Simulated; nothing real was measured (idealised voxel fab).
Name of the process module below: voxel trench capacitor
The figure presents cross-section cut, which has a width of 260 nm and is divided into square cells with an edge length of 5 nm.
A cross-section is a grid of square cells, given in bands from the top down. A band is one or more rows of cells.
It is stipulated that each band's entry specify, in nanometres, the height of the top of the band and then that of its bottom, followed by the materials of the band in left-to-right sequence, each together with its width in nanometres. A single material marked by the word "full width" is understood to fill the band from edge to edge; the word "blank" is understood to denote empty space.
Heights are measured from 0, the level below which the as-received wafer is all one material; the lowest band has no bottom and continues downward, written as in "z 0 and below".
Width spec "30..40" -> top row of cells at first value, bottom row at second value, equal per-row change in between.
Where the words "nothing changed" appear for a step, the cross-section shows no cell changed by that step; every cell remained as before.
Closed empty spaces (no open way to the top) of 8 cells or more are what "Enclosed internal voids" lists, each as width x height at distance from the left edge, nm for all three.
Read whatever lies past the settings on a step's line as the simulator's own remark about the step.
If you see "overlay nm" on a step's line and that step has a mask, it's telling you how far right of where it was planned the mask ended up; a negative number means it went left instead.
### These are the steps we planned for the process
step 1: RECEIVE, material Si
step 2: CONFORMAL_DEP, material SiN, thk nm 10
step 3: DIRECTIONAL_DEP, material aC, thk nm 15
step 4: PATTERN, tone open, mask id TRENCH, material resist, width nm 30, pitch nm 60, thk nm 35, overlay nm 0
step 5: DIRECTIONAL_ETCH, etch materials aC, depth nm 15
step 6: STRIP, etch materials resist
step 7: DIRECTIONAL_ETCH, etch materials SiN, depth nm 10
step 8: DIRECTIONAL_ETCH, etch materials Si, depth nm 40
step 9: STRIP, etch materials aC
step 10: CONFORMAL_DEP, material HfO2, thk nm 5
step 11: CONFORMAL_DEP, material TiN, thk nm 5
step 12: FILL_DEP, material W, thk nm 10
step 13: CMP, height nm 10
### The first of a set of two wafers, run to plan
### As-received wafer cross-section (after step 1)
z 0 and below  Si full width
Enclosed internal voids: none
### Wafer xsec, post step 2
z 10 to 0  SiN full width
Everything under 0 stays put, no change at all.
### Wafer xsec, post step 3
z 25 to 10  aC full width
Everything under 10 stays put, no change at all.
### Wafer xsec, post step 4
z 60 to 25  25 of resist / 30 of blank / 30 of resist / 30 of blank / 30 of resist / 30 of blank / 30 of resist / 30 of blank / 25 of resist
Everything under 25 stays put, no change at all.
### Wafer xsec, post step 5
z 45 to 25  25 of resist / 30 of blank / 30 of resist / 30 of blank / 30 of resist / 30 of blank / 30 of resist / 30 of blank / 25 of resist
z 25 to 10  25 of aC / 30 of blank / 30 of aC / 30 of blank / 30 of aC / 30 of blank / 30 of aC / 30 of blank / 25 of aC
Everything under 10 stays put, no change at all.
### Wafer xsec, post step 6
z 25 to 10  25 of aC / 30 of blank / 30 of aC / 30 of blank / 30 of aC / 30 of blank / 30 of aC / 30 of blank / 25 of aC
Everything under 10 stays put, no change at all.
### Wafer xsec, post step 7
z 25 to 10  25 of aC / 30 of blank / 30 of aC / 30 of blank / 30 of aC / 30 of blank / 30 of aC / 30 of blank / 25 of aC
z 10 to 0  25 of SiN / 30 of blank / 30 of SiN / 30 of blank / 30 of SiN / 30 of blank / 30 of SiN / 30 of blank / 25 of SiN
Everything under 0 stays put, no change at all.
### Wafer xsec, post step 8
z 25 to 10  25 of aC / 30 of blank / 30 of aC / 30 of blank / 30 of aC / 30 of blank / 30 of aC / 30 of blank / 25 of aC
z 10 to 0  25 of SiN / 30 of blank / 30 of SiN / 30 of blank / 30 of SiN / 30 of blank / 30 of SiN / 30 of blank / 25 of SiN
z 0 to -40  25 of Si / 30 of blank / 30 of Si / 30 of blank / 30 of Si / 30 of blank / 30 of Si / 30 of blank / 25 of Si
Everything under -40 stays put, no change at all.
### Wafer xsec, post step 9
z 10 to 0  25 of SiN / 30 of blank / 30 of SiN / 30 of blank / 30 of SiN / 30 of blank / 30 of SiN / 30 of blank / 25 of SiN
Everything under 0 stays put, no change at all.
### Wafer xsec, post step 10
z 15 to 10  30 of HfO2 / 20 of blank / 40 of HfO2 / 20 of blank / 40 of HfO2 / 20 of blank / 40 of HfO2 / 20 of blank / 30 of HfO2
z 10 to 0  25 of SiN / 5 of HfO2 / 20 of blank / 5 of HfO2 / 30 of SiN / 5 of HfO2 / 20 of blank / 5 of HfO2 / 30 of SiN / 5 of HfO2 / 20 of blank / 5 of HfO2 / 30 of SiN / 5 of HfO2 / 20 of blank / 5 of HfO2 / 25 of SiN
z 0 to -35  25 of Si / 5 of HfO2 / 20 of blank / 5 of HfO2 / 30 of Si / 5 of HfO2 / 20 of blank / 5 of HfO2 / 30 of Si / 5 of HfO2 / 20 of blank / 5 of HfO2 / 30 of Si / 5 of HfO2 / 20 of blank / 5 of HfO2 / 25 of Si
z -35 to -40  25 of Si / 30 of HfO2 / 30 of Si / 30 of HfO2 / 30 of Si / 30 of HfO2 / 30 of Si / 30 of HfO2 / 25 of Si
Everything under -40 stays put, no change at all.
### Wafer xsec, post step 11
z 20 to 15  35 of TiN / 10 of blank / 50 of TiN / 10 of blank / 50 of TiN / 10 of blank / 50 of TiN / 10 of blank / 35 of TiN
z 15 to 10  30 of HfO2 / 5 of TiN / 10 of blank / 5 of TiN / 40 of HfO2 / 5 of TiN / 10 of blank / 5 of TiN / 40 of HfO2 / 5 of TiN / 10 of blank / 5 of TiN / 40 of HfO2 / 5 of TiN / 10 of blank / 5 of TiN / 30 of HfO2
z 10 to 0  25 of SiN / 5 of HfO2 / 5 of TiN / 10 of blank / 5 of TiN / 5 of HfO2 / 30 of SiN / 5 of HfO2 / 5 of TiN / 10 of blank / 5 of TiN / 5 of HfO2 / 30 of SiN / 5 of HfO2 / 5 of TiN / 10 of blank / 5 of TiN / 5 of HfO2 / 30 of SiN / 5 of HfO2 / 5 of TiN / 10 of blank / 5 of TiN / 5 of HfO2 / 25 of SiN
z 0 to -30  25 of Si / 5 of HfO2 / 5 of TiN / 10 of blank / 5 of TiN / 5 of HfO2 / 30 of Si / 5 of HfO2 / 5 of TiN / 10 of blank / 5 of TiN / 5 of HfO2 / 30 of Si / 5 of HfO2 / 5 of TiN / 10 of blank / 5 of TiN / 5 of HfO2 / 30 of Si / 5 of HfO2 / 5 of TiN / 10 of blank / 5 of TiN / 5 of HfO2 / 25 of Si
z -30 to -35  25 of Si / 5 of HfO2 / 20 of TiN / 5 of HfO2 / 30 of Si / 5 of HfO2 / 20 of TiN / 5 of HfO2 / 30 of Si / 5 of HfO2 / 20 of TiN / 5 of HfO2 / 30 of Si / 5 of HfO2 / 20 of TiN / 5 of HfO2 / 25 of Si
Everything under -35 stays put, no change at all.
### Wafer xsec, post step 12
z 30 to 20  W full width
z 20 to 15  35 of TiN / 10 of W / 50 of TiN / 10 of W / 50 of TiN / 10 of W / 50 of TiN / 10 of W / 35 of TiN
z 15 to 10  30 of HfO2 / 5 of TiN / 10 of W / 5 of TiN / 40 of HfO2 / 5 of TiN / 10 of W / 5 of TiN / 40 of HfO2 / 5 of TiN / 10 of W / 5 of TiN / 40 of HfO2 / 5 of TiN / 10 of W / 5 of TiN / 30 of HfO2
z 10 to 0  25 of SiN / 5 of HfO2 / 5 of TiN / 10 of W / 5 of TiN / 5 of HfO2 / 30 of SiN / 5 of HfO2 / 5 of TiN / 10 of W / 5 of TiN / 5 of HfO2 / 30 of SiN / 5 of HfO2 / 5 of TiN / 10 of W / 5 of TiN / 5 of HfO2 / 30 of SiN / 5 of HfO2 / 5 of TiN / 10 of W / 5 of TiN / 5 of HfO2 / 25 of SiN
z 0 to -30  25 of Si / 5 of HfO2 / 5 of TiN / 10 of W / 5 of TiN / 5 of HfO2 / 30 of Si / 5 of HfO2 / 5 of TiN / 10 of W / 5 of TiN / 5 of HfO2 / 30 of Si / 5 of HfO2 / 5 of TiN / 10 of W / 5 of TiN / 5 of HfO2 / 30 of Si / 5 of HfO2 / 5 of TiN / 10 of W / 5 of TiN / 5 of HfO2 / 25 of Si
Everything under -30 stays put, no change at all.
### Wafer xsec, post step 13
z 10 to 0  25 of SiN / 5 of HfO2 / 5 of TiN / 10 of W / 5 of TiN / 5 of HfO2 / 30 of SiN / 5 of HfO2 / 5 of TiN / 10 of W / 5 of TiN / 5 of HfO2 / 30 of SiN / 5 of HfO2 / 5 of TiN / 10 of W / 5 of TiN / 5 of HfO2 / 30 of SiN / 5 of HfO2 / 5 of TiN / 10 of W / 5 of TiN / 5 of HfO2 / 25 of SiN
Everything under 0 stays put, no change at all.
### The second wafer: identical to the first at the outset and in its planned sequence, differing only in that one mistake was made during processing; up to and including step 9, its path is the first wafer's path
### when step 10 should have ended
z 15 to 10  30 of TiN / 20 of blank / 40 of TiN / 20 of blank / 40 of TiN / 20 of blank / 40 of TiN / 20 of blank / 30 of TiN
z 10 to 0  25 of SiN / 5 of TiN / 20 of blank / 5 of TiN / 30 of SiN / 5 of TiN / 20 of blank / 5 of TiN / 30 of SiN / 5 of TiN / 20 of blank / 5 of TiN / 30 of SiN / 5 of TiN / 20 of blank / 5 of TiN / 25 of SiN
z 0 to -35  25 of Si / 5 of TiN / 20 of blank / 5 of TiN / 30 of Si / 5 of TiN / 20 of blank / 5 of TiN / 30 of Si / 5 of TiN / 20 of blank / 5 of TiN / 30 of Si / 5 of TiN / 20 of blank / 5 of TiN / 25 of Si
z -35 to -40  25 of Si / 30 of TiN / 30 of Si / 30 of TiN / 30 of Si / 30 of TiN / 30 of Si / 30 of TiN / 25 of Si
Everything under -40 stays put, no change at all.
### when step 11 should have ended
z 20 to 15  35 of HfO2 / 10 of blank / 50 of HfO2 / 10 of blank / 50 of HfO2 / 10 of blank / 50 of HfO2 / 10 of blank / 35 of HfO2
z 15 to 10  30 of TiN / 5 of HfO2 / 10 of blank / 5 of HfO2 / 40 of TiN / 5 of HfO2 / 10 of blank / 5 of HfO2 / 40 of TiN / 5 of HfO2 / 10 of blank / 5 of HfO2 / 40 of TiN / 5 of HfO2 / 10 of blank / 5 of HfO2 / 30 of TiN
z 10 to 0  25 of SiN / 5 of TiN / 5 of HfO2 / 10 of blank / 5 of HfO2 / 5 of TiN / 30 of SiN / 5 of TiN / 5 of HfO2 / 10 of blank / 5 of HfO2 / 5 of TiN / 30 of SiN / 5 of TiN / 5 of HfO2 / 10 of blank / 5 of HfO2 / 5 of TiN / 30 of SiN / 5 of TiN / 5 of HfO2 / 10 of blank / 5 of HfO2 / 5 of TiN / 25 of SiN
z 0 to -30  25 of Si / 5 of TiN / 5 of HfO2 / 10 of blank / 5 of HfO2 / 5 of TiN / 30 of Si / 5 of TiN / 5 of HfO2 / 10 of blank / 5 of HfO2 / 5 of TiN / 30 of Si / 5 of TiN / 5 of HfO2 / 10 of blank / 5 of HfO2 / 5 of TiN / 30 of Si / 5 of TiN / 5 of HfO2 / 10 of blank / 5 of HfO2 / 5 of TiN / 25 of Si
z -30 to -35  25 of Si / 5 of TiN / 20 of HfO2 / 5 of TiN / 30 of Si / 5 of TiN / 20 of HfO2 / 5 of TiN / 30 of Si / 5 of TiN / 20 of HfO2 / 5 of TiN / 30 of Si / 5 of TiN / 20 of HfO2 / 5 of TiN / 25 of Si
Everything under -35 stays put, no change at all.
### when step 12 should have ended
z 30 to 20  W full width
z 20 to 15  35 of HfO2 / 10 of W / 50 of HfO2 / 10 of W / 50 of HfO2 / 10 of W / 50 of HfO2 / 10 of W / 35 of HfO2
z 15 to 10  30 of TiN / 5 of HfO2 / 10 of W / 5 of HfO2 / 40 of TiN / 5 of HfO2 / 10 of W / 5 of HfO2 / 40 of TiN / 5 of HfO2 / 10 of W / 5 of HfO2 / 40 of TiN / 5 of HfO2 / 10 of W / 5 of HfO2 / 30 of TiN
z 10 to 0  25 of SiN / 5 of TiN / 5 of HfO2 / 10 of W / 5 of HfO2 / 5 of TiN / 30 of SiN / 5 of TiN / 5 of HfO2 / 10 of W / 5 of HfO2 / 5 of TiN / 30 of SiN / 5 of TiN / 5 of HfO2 / 10 of W / 5 of HfO2 / 5 of TiN / 30 of SiN / 5 of TiN / 5 of HfO2 / 10 of W / 5 of HfO2 / 5 of TiN / 25 of SiN
z 0 to -30  25 of Si / 5 of TiN / 5 of HfO2 / 10 of W / 5 of HfO2 / 5 of TiN / 30 of Si / 5 of TiN / 5 of HfO2 / 10 of W / 5 of HfO2 / 5 of TiN / 30 of Si / 5 of TiN / 5 of HfO2 / 10 of W / 5 of HfO2 / 5 of TiN / 30 of Si / 5 of TiN / 5 of HfO2 / 10 of W / 5 of HfO2 / 5 of TiN / 25 of Si
Everything under -30 stays put, no change at all.
### when step 13 should have ended
z 10 to 0  25 of SiN / 5 of TiN / 5 of HfO2 / 10 of W / 5 of HfO2 / 5 of TiN / 30 of SiN / 5 of TiN / 5 of HfO2 / 10 of W / 5 of HfO2 / 5 of TiN / 30 of SiN / 5 of TiN / 5 of HfO2 / 10 of W / 5 of HfO2 / 5 of TiN / 30 of SiN / 5 of TiN / 5 of HfO2 / 10 of W / 5 of HfO2 / 5 of TiN / 25 of SiN
Everything under 0 stays put, no change at all.
Misprocessing identified: steps 10 and 11 were swapped
Final difference in cells, second wafer against first, listed per material as more or fewer: 16 fewer of HfO2, 16 more of TiN
